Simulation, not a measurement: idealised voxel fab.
Documented hereafter: the process module known as voxel wiring stack.
FYI the section here is cut, 240 nm wide, cells are 5 nm squares.
Just so we're on the same page, the cross-sections are grids of square cells, and they're listed out in bands top to bottom, each band one or more rows deep.
Band: top height; bottom height; in nm. Then, left to right: material with width in nm, for each material. "all across": a single material spanning edge to edge. "air": empty space.
Ref level 0: as-received wafer is one material below here. Bottom band extends down with no lower bound ("0 and below").
A width such as "30->40" changes by the same amount from each row of cells to the next, from the band's top row to its bottom row.
"nothing was modified" (step): cross-section cells unchanged, all of them.
Enclosed voids (no open way to top), threshold 8 cells or more, entry "Tabulated closed voids", notation width x height at distance, distance from left edge, nm.
On each step's line, the part that comes after the settings is the simulator's own comment on the step.
overlay nm: for a step with a mask, the amount by which the mask lay right of where it was planned; a negative amount means left of it.

[Steps in the process plan]
1) RECEIVE (material Si)
2) CONFORMAL_DEP (material SiO2; thk nm 10)
3) CONFORMAL_DEP (material SiN; thk nm 5)
4) DIRECTIONAL_DEP (material lowk; thk nm 15)
5) DIRECTIONAL_DEP (material aC; thk nm 15)
6) PATTERN (tone open; mask id METAL_1; material resist; width nm 30; pitch nm 45; thk nm 35; overlay nm 0)
7) DIRECTIONAL_ETCH (etch materials aC; depth nm 15)
8) STRIP (etch materials resist)
9) DIRECTIONAL_ETCH (etch materials lowk; depth nm 15)
10) DIRECTIONAL_ETCH (etch materials SiN; depth nm 5)
11) STRIP (etch materials aC)
12) CONFORMAL_DEP (material TiN; thk nm 5)
13) FILL_DEP (material W; thk nm 10)
14) CMP (height nm 30)
15) EPI (material Ru; thk nm 5)
16) FILL_DEP (material SiCN; thk nm 5)
17) DIRECTIONAL_DEP (material SiO2; thk nm 10)
18) DIRECTIONAL_DEP (material aC; thk nm 15)
19) PATTERN (tone open; mask id PLUG_1; material resist; width nm 15; pitch nm 45; thk nm 30; overlay nm 0)
20) DIRECTIONAL_ETCH (etch materials aC; depth nm 15)
21) STRIP (etch materials resist)
22) DIRECTIONAL_ETCH (etch materials SiO2; depth nm 10)
23) DIRECTIONAL_ETCH (etch materials SiCN; depth nm 5)
24) STRIP (etch materials aC)
25) EPI (material Ru; thk nm 10)
26) EPI (material Ru; thk nm 5)
27) CONFORMAL_DEP (material SiN; thk nm 5)
28) DIRECTIONAL_DEP (material lowk; thk nm 25)
29) DIRECTIONAL_DEP (material aC; thk nm 10)
30) PATTERN (tone open; mask id METAL_2; material resist; width nm 30; pitch nm 45; thk nm 25; overlay nm 0)
31) DIRECTIONAL_ETCH (etch materials aC; depth nm 10)
32) STRIP (etch materials resist)
33) DIRECTIONAL_ETCH (etch materials lowk; depth nm 25)
34) DIRECTIONAL_ETCH (etch materials SiN; depth nm 5)
35) STRIP (etch materials aC)
36) CONFORMAL_DEP (material TiN; thk nm 5)
37) FILL_DEP (material W; thk nm 10)
38) CMP (height nm 80)
39) CONFORMAL_DEP (material SiCN; thk nm 5)

[Below: the first of two wafers, run as planned]

[Shown in cross-section is the wafer as received, that is, as it stands after step 1]
* 0 and below = Si all across
* Tabulated closed voids: none

[Step 2 complete: cross-section through the wafer]
* 10 down to 0 = SiO2 all across
* Heights below 0 show no change.

[Step 3 complete: cross-section through the wafer]
* 15 down to 10 = SiN all across
* Heights below 10 show no change.

[Step 4 complete: cross-section through the wafer]
* 30 down to 15 = lowk all across
* Heights below 15 show no change.

[Step 5 complete: cross-section through the wafer]
* 45 down to 30 = aC all across
* Heights below 30 show no change.

[Step 6 complete: cross-section through the wafer]
* 80 down to 45 = resist=80, then air=30, then resist=15, then air=30, then resist=85
* Heights below 45 show no change.

[Step 7 complete: cross-section through the wafer]
* 65 down to 45 = resist=80, then air=30, then resist=15, then air=30, then resist=85
* 45 down to 30 = aC=80, then air=30, then aC=15, then air=30, then aC=85
* Heights below 30 show no change.

[Step 8 complete: cross-section through the wafer]
* 45 down to 30 = aC=80, then air=30, then aC=15, then air=30, then aC=85
* Heights below 30 show no change.

[Step 9 complete: cross-section through the wafer]
* 45 down to 30 = aC=80, then air=30, then aC=15, then air=30, then aC=85
* 30 down to 15 = lowk=80, then air=30, then lowk=15, then air=30, then lowk=85
* Heights below 15 show no change.

[Step 10 complete: cross-section through the wafer]
* 45 down to 30 = aC=80, then air=30, then aC=15, then air=30, then aC=85
* 30 down to 15 = lowk=80, then air=30, then lowk=15, then air=30, then lowk=85
* 15 down to 10 = SiN=80, then air=30, then SiN=15, then air=30, then SiN=85
* Heights below 10 show no change.

[Step 11 complete: cross-section through the wafer]
* 30 down to 15 = lowk=80, then air=30, then lowk=15, then air=30, then lowk=85
* Heights below 15 show no change.

[Step 12 complete: cross-section through the wafer]
* 35 down to 30 = TiN=85, then air=20, then TiN=25, then air=20, then TiN=90
* 30 down to 15 = lowk=80, then TiN=5, then air=20, then TiN=5, then lowk=15, then TiN=5, then air=20, then TiN=5, then lowk=85
* 15 down to 10 = SiN=80, then TiN=30, then SiN=15, then TiN=30, then SiN=85
* Heights below 10 show no change.

[Step 13 complete: cross-section through the wafer]
* 45 down to 35 = W all across
* 35 down to 30 = TiN=85, then W=20, then TiN=25, then W=20, then TiN=90
* 30 down to 15 = lowk=80, then TiN=5, then W=20, then TiN=5, then lowk=15, then TiN=5, then W=20, then TiN=5, then lowk=85
* Heights below 15 show no change.

[Step 14 complete: cross-section through the wafer]
* 30 down to 15 = lowk=80, then TiN=5, then W=20, then TiN=5, then lowk=15, then TiN=5, then W=20, then TiN=5, then lowk=85
* Heights below 15 show no change.

[Step 15 complete: cross-section through the wafer]
* 35 down to 30 = air=75, then Ru=40, then air=5, then Ru=40, then air=80
* Heights below 30 show no change.

[Step 16 complete: cross-section through the wafer]
* 40 down to 35 = SiCN all across
* 35 down to 30 = SiCN=75, then Ru=40, then SiCN=5, then Ru=40, then SiCN=80
* Heights below 30 show no change.

[Step 17 complete: cross-section through the wafer]
* 50 down to 40 = SiO2 all across
* Heights below 40 show no change.

[Step 18 complete: cross-section through the wafer]
* 65 down to 50 = aC all across
* Heights below 50 show no change.

[Step 19 complete: cross-section through the wafer]
* 95 down to 65 = resist=80, then air=15, then resist=30, then air=15, then resist=100
* Heights below 65 show no change.

[Step 20 complete: cross-section through the wafer]
* 80 down to 65 = resist=80, then air=15, then resist=30, then air=15, then resist=100
* 65 down to 50 = aC=80, then air=15, then aC=30, then air=15, then aC=100
* Heights below 50 show no change.

[Step 21 complete: cross-section through the wafer]
* 65 down to 50 = aC=80, then air=15, then aC=30, then air=15, then aC=100
* Heights below 50 show no change.

[Step 22 complete: cross-section through the wafer]
* 65 down to 50 = aC=80, then air=15, then aC=30, then air=15, then aC=100
* 50 down to 40 = SiO2=80, then air=15, then SiO2=30, then air=15, then SiO2=100
* Heights below 40 show no change.

[Step 23 complete: cross-section through the wafer]
* 65 down to 50 = aC=80, then air=15, then aC=30, then air=15, then aC=100
* 50 down to 40 = SiO2=80, then air=15, then SiO2=30, then air=15, then SiO2=100
* 40 down to 35 = SiCN=80, then air=15, then SiCN=30, then air=15, then SiCN=100
* Heights below 35 show no change.

[Step 24 complete: cross-section through the wafer]
* 50 down to 40 = SiO2=80, then air=15, then SiO2=30, then air=15, then SiO2=100
* Heights below 40 show no change.

[Step 25 complete: cross-section through the wafer]
* 50 down to 45 = SiO2=80, then air=15, then SiO2=30, then air=15, then SiO2=100
* 45 down to 40 = SiO2=80, then Ru=15, then SiO2=30, then Ru=15, then SiO2=100
* 40 down to 30 = SiCN=80->75, then Ru=15->40, then SiCN=30->5, then Ru=15->40, then SiCN=100->80
* Heights below 30 show no change.

[Step 26 complete: cross-section through the wafer]
* 50 down to 40 = SiO2=80, then Ru=15, then SiO2=30, then Ru=15, then SiO2=100
* Heights below 40 show no change.

[Step 27 complete: cross-section through the wafer]
* 55 down to 50 = SiN all across
* Heights below 50 show no change.

[Step 28 complete: cross-section through the wafer]
* 80 down to 55 = lowk all across
* Heights below 55 show no change.

[Step 29 complete: cross-section through the wafer]
* 90 down to 80 = aC all across
* Heights below 80 show no change.

[Step 30 complete: cross-section through the wafer]
* 115 down to 90 = resist=80, then air=30, then resist=15, then air=30, then resist=85
* Heights below 90 show no change.

[Step 31 complete: cross-section through the wafer]
* 105 down to 90 = resist=80, then air=30, then resist=15, then air=30, then resist=85
* 90 down to 80 = aC=80, then air=30, then aC=15, then air=30, then aC=85
* Heights below 80 show no change.

[Step 32 complete: cross-section through the wafer]
* 90 down to 80 = aC=80, then air=30, then aC=15, then air=30, then aC=85
* Heights below 80 show no change.

[Step 33 complete: cross-section through the wafer]
* 90 down to 80 = aC=80, then air=30, then aC=15, then air=30, then aC=85
* 80 down to 55 = lowk=80, then air=30, then lowk=15, then air=30, then lowk=85
* Heights below 55 show no change.

[Step 34 complete: cross-section through the wafer]
* 90 down to 80 = aC=80, then air=30, then aC=15, then air=30, then aC=85
* 80 down to 55 = lowk=80, then air=30, then lowk=15, then air=30, then lowk=85
* 55 down to 50 = SiN=80, then air=30, then SiN=15, then air=30, then SiN=85
* Heights below 50 show no change.

[Step 35 complete: cross-section through the wafer]
* 80 down to 55 = lowk=80, then air=30, then lowk=15, then air=30, then lowk=85
* Heights below 55 show no change.

[Step 36 complete: cross-section through the wafer]
* 85 down to 80 = TiN=85, then air=20, then TiN=25, then air=20, then TiN=90
* 80 down to 55 = lowk=80, then TiN=5, then air=20, then TiN=5, then lowk=15, then TiN=5, then air=20, then TiN=5, then lowk=85
* 55 down to 50 = SiN=80, then TiN=30, then SiN=15, then TiN=30, then SiN=85
* Heights below 50 show no change.

[Step 37 complete: cross-section through the wafer]
* 95 down to 85 = W all across
* 85 down to 80 = TiN=85, then W=20, then TiN=25, then W=20, then TiN=90
* 80 down to 55 = lowk=80, then TiN=5, then W=20, then TiN=5, then lowk=15, then TiN=5, then W=20, then TiN=5, then lowk=85
* Heights below 55 show no change.

[Step 38 complete: cross-section through the wafer]
* 80 down to 55 = lowk=80, then TiN=5, then W=20, then TiN=5, then lowk=15, then TiN=5, then W=20, then TiN=5, then lowk=85
* Heights below 55 show no change.

[Step 39 complete: cross-section through the wafer]
* 85 down to 80 = SiCN all across
* Heights below 80 show no change.

[What follows concerns the second wafer, which started out like the first and was meant to follow the very same plan; one mistake crept in when it was run, but everything up to and including step 15 is the same as for the first wafer]

Here is the second wafer in cross-section at the point where step 16 of the plan should have been done: nothing was modified

[Here is the second wafer in cross-section at the point where step 17 of the plan should have been done]
* 45 down to 40 = air=75, then SiO2=40, then air=5, then SiO2=40, then air=80
* 40 down to 35 = SiO2 all across
* 35 down to 30 = SiO2=75, then Ru=40, then SiO2=5, then Ru=40, then SiO2=80
* Heights below 30 show no change.

[Here is the second wafer in cross-section at the point where step 18 of the plan should have been done]
* 60 down to 55 = air=75, then aC=40, then air=5, then aC=40, then air=80
* 55 down to 45 = aC all across
* 45 down to 40 = aC=75, then SiO2=40, then aC=5, then SiO2=40, then aC=80
* Heights below 40 show no change.

[Here is the second wafer in cross-section at the point where step 19 of the plan should have been done]
* 90 down to 60 = resist=80, then air=15, then resist=30, then air=15, then resist=100
* 60 down to 55 = resist=75, then aC=40, then resist=5, then aC=40, then resist=80
* Heights below 55 show no change.

[Here is the second wafer in cross-section at the point where step 20 of the plan should have been done]
* 75 down to 60 = resist=80, then air=15, then resist=30, then air=15, then resist=100
* 60 down to 55 = resist=75, then aC=5, then air=15, then aC=20, then resist=5, then aC=5, then air=15, then aC=20, then resist=80
* 55 down to 45 = aC=80, then air=15, then aC=30, then air=15, then aC=100
* Heights below 45 show no change.

[Here is the second wafer in cross-section at the point where step 21 of the plan should have been done]
* 60 down to 55 = air=75, then aC=5, then air=15, then aC=20, then air=5, then aC=5, then air=15, then aC=20, then air=80
* Heights below 55 show no change.

[Here is the second wafer in cross-section at the point where step 22 of the plan should have been done]
* 60 down to 55 = air=75, then aC=5, then air=15, then aC=20, then air=5, then aC=5, then air=15, then aC=20, then air=80
* 55 down to 45 = aC=80, then air=15, then aC=30, then air=15, then aC=100
* 45 down to 40 = aC=75, then SiO2=5, then air=15, then SiO2=20, then aC=5, then SiO2=5, then air=15, then SiO2=20, then aC=80
* 40 down to 35 = SiO2=80, then air=15, then SiO2=30, then air=15, then SiO2=100
* Heights below 35 show no change.

Here is the second wafer in cross-section at the point where step 23 of the plan should have been done: nothing was modified

[Here is the second wafer in cross-section at the point where step 24 of the plan should have been done]
* 45 down to 40 = air=75, then SiO2=5, then air=15, then SiO2=20, then air=5, then SiO2=5, then air=15, then SiO2=20, then air=80
* Heights below 40 show no change.

[Here is the second wafer in cross-section at the point where step 25 of the plan should have been done]
* 45 down to 40 = air=75, then SiO2=5, then Ru=15, then SiO2=20, then air=5, then SiO2=5, then Ru=15, then SiO2=20, then air=80
* 40 down to 30 = SiO2=80->75, then Ru=15->40, then SiO2=30->5, then Ru=15->40, then SiO2=100->80
* Heights below 30 show no change.

[Here is the second wafer in cross-section at the point where step 26 of the plan should have been done]
* 50 down to 45 = air=75, then Ru=25, then air=20, then Ru=25, then air=95
* Heights below 45 show no change.

[Here is the second wafer in cross-section at the point where step 27 of the plan should have been done]
* 55 down to 50 = air=70, then SiN=35, then air=10, then SiN=35, then air=90
* 50 down to 45 = air=70, then SiN=5, then Ru=25, then SiN=20, then Ru=25, then SiN=20, then air=75
* 45 down to 40 = SiN=75, then SiO2=5, then Ru=15, then SiO2=20, then SiN=5, then SiO2=5, then Ru=15, then SiO2=20, then SiN=80
* Heights below 40 show no change.

[Here is the second wafer in cross-section at the point where step 28 of the plan should have been done]
* 80 down to 75 = air=70, then lowk=35, then air=10, then lowk=35, then air=90
* 75 down to 70 = air=70, then lowk=95, then air=75
* 70 down to 55 = lowk all across
* 55 down to 50 = lowk=70, then SiN=35, then lowk=10, then SiN=35, then lowk=90
* 50 down to 45 = lowk=70, then SiN=5, then Ru=25, then SiN=20, then Ru=25, then SiN=20, then lowk=75
* Heights below 45 show no change.

[Here is the second wafer in cross-section at the point where step 29 of the plan should have been done]
* 90 down to 85 = air=70, then aC=35, then air=10, then aC=35, then air=90
* 85 down to 80 = air=70, then aC=95, then air=75
* 80 down to 75 = aC=70, then lowk=35, then aC=10, then lowk=35, then aC=90
* 75 down to 70 = aC=70, then lowk=95, then aC=75
* Heights below 70 show no change.

[Here is the second wafer in cross-section at the point where step 30 of the plan should have been done]
* 115 down to 90 = resist=80, then air=30, then resist=15, then air=30, then resist=85
* 90 down to 85 = resist=70, then aC=35, then air=5, then resist=5, then aC=35, then air=5, then resist=85
* 85 down to 80 = resist=70, then aC=95, then resist=75
* Heights below 80 show no change.

[Here is the second wafer in cross-section at the point where step 31 of the plan should have been done]
* 105 down to 90 = resist=80, then air=30, then resist=15, then air=30, then resist=85
* 90 down to 85 = resist=70, then aC=10, then air=30, then resist=5, then aC=10, then air=30, then resist=85
* 85 down to 80 = resist=70, then aC=10, then air=30, then aC=15, then air=30, then aC=10, then resist=75
* 80 down to 75 = aC=70, then lowk=35, then air=5, then aC=5, then lowk=35, then air=5, then aC=85
* Heights below 75 show no change.

[Here is the second wafer in cross-section at the point where step 32 of the plan should have been done]
* 90 down to 85 = air=70, then aC=10, then air=35, then aC=10, then air=115
* 85 down to 80 = air=70, then aC=10, then air=30, then aC=15, then air=30, then aC=10, then air=75
* Heights below 80 show no change.

[Here is the second wafer in cross-section at the point where step 33 of the plan should have been done]
* 90 down to 85 = air=70, then aC=10, then air=35, then aC=10, then air=115
* 85 down to 80 = air=70, then aC=10, then air=30, then aC=15, then air=30, then aC=10, then air=75
* 80 down to 75 = aC=70, then lowk=10, then air=30, then aC=5, then lowk=10, then air=30, then aC=85
* 75 down to 70 = aC=70, then lowk=10, then air=30, then lowk=15, then air=30, then lowk=10, then aC=75
* 70 down to 55 = lowk=80, then air=30, then lowk=15, then air=30, then lowk=85
* 55 down to 50 = lowk=70, then SiN=35, then air=5, then lowk=5, then SiN=35, then air=5, then lowk=85
* Heights below 50 show no change.

[Here is the second wafer in cross-section at the point where step 34 of the plan should have been done]
* 90 down to 85 = air=70, then aC=10, then air=35, then aC=10, then air=115
* 85 down to 80 = air=70, then aC=10, then air=30, then aC=15, then air=30, then aC=10, then air=75
* 80 down to 75 = aC=70, then lowk=10, then air=30, then aC=5, then lowk=10, then air=30, then aC=85
* 75 down to 70 = aC=70, then lowk=10, then air=30, then lowk=15, then air=30, then lowk=10, then aC=75
* 70 down to 55 = lowk=80, then air=30, then lowk=15, then air=30, then lowk=85
* 55 down to 50 = lowk=70, then SiN=10, then air=30, then lowk=5, then SiN=10, then air=30, then lowk=85
* 50 down to 45 = lowk=70, then SiN=5, then Ru=25, then SiN=5, then air=5, then SiN=10, then Ru=25, then SiN=5, then air=5, then SiN=10, then lowk=75
* Heights below 45 show no change.

[Here is the second wafer in cross-section at the point where step 35 of the plan should have been done]
* 80 down to 75 = air=70, then lowk=10, then air=35, then lowk=10, then air=115
* 75 down to 70 = air=70, then lowk=10, then air=30, then lowk=15, then air=30, then lowk=10, then air=75
* Heights below 70 show no change.

[Here is the second wafer in cross-section at the point where step 36 of the plan should have been done]
* 85 down to 80 = air=65, then TiN=20, then air=25, then TiN=20, then air=110
* 80 down to 75 = air=65, then TiN=5, then lowk=10, then TiN=5, then air=20, then TiN=10, then lowk=10, then TiN=5, then air=20, then TiN=20, then air=70
* 75 down to 70 = TiN=70, then lowk=10, then TiN=5, then air=20, then TiN=5, then lowk=15, then TiN=5, then air=20, then TiN=5, then lowk=10, then TiN=75
* 70 down to 55 = lowk=80, then TiN=5, then air=20, then TiN=5, then lowk=15, then TiN=5, then air=20, then TiN=5, then lowk=85
* 55 down to 50 = lowk=70, then SiN=10, then TiN=30, then lowk=5, then SiN=10, then TiN=30, then lowk=85
* 50 down to 45 = lowk=70, then SiN=5, then Ru=25, then SiN=5, then TiN=5, then SiN=10, then Ru=25, then SiN=5, then TiN=5, then SiN=10, then lowk=75
* Heights below 45 show no change.

[Here is the second wafer in cross-section at the point where step 37 of the plan should have been done]
* 95 down to 85 = W all across
* 85 down to 80 = W=65, then TiN=20, then W=25, then TiN=20, then W=110
* 80 down to 75 = W=65, then TiN=5, then lowk=10, then TiN=5, then W=20, then TiN=10, then lowk=10, then TiN=5, then W=20, then TiN=20, then W=70
* 75 down to 70 = TiN=70, then lowk=10, then TiN=5, then W=20, then TiN=5, then lowk=15, then TiN=5, then W=20, then TiN=5, then lowk=10, then TiN=75
* 70 down to 55 = lowk=80, then TiN=5, then W=20, then TiN=5, then lowk=15, then TiN=5, then W=20, then TiN=5, then lowk=85
* Heights below 55 show no change.

[Here is the second wafer in cross-section at the point where step 38 of the plan should have been done]
* 80 down to 75 = W=65, then TiN=5, then lowk=10, then TiN=5, then W=20, then TiN=10, then lowk=10, then TiN=5, then W=20, then TiN=20, then W=70
* Heights below 75 show no change.

[Here is the second wafer in cross-section at the point where step 39 of the plan should have been done]
* 85 down to 80 = SiCN all across
* Heights below 80 show no change.
Where did the run depart from the plan? step 16 of the plan never got run, it was skipped over
Final difference in cells, second wafer against first, listed per material as more or fewer: Ru: 4 more, SiCN: 74 fewer, SiN: 7 more, TiN: 36 more, W: 27 more
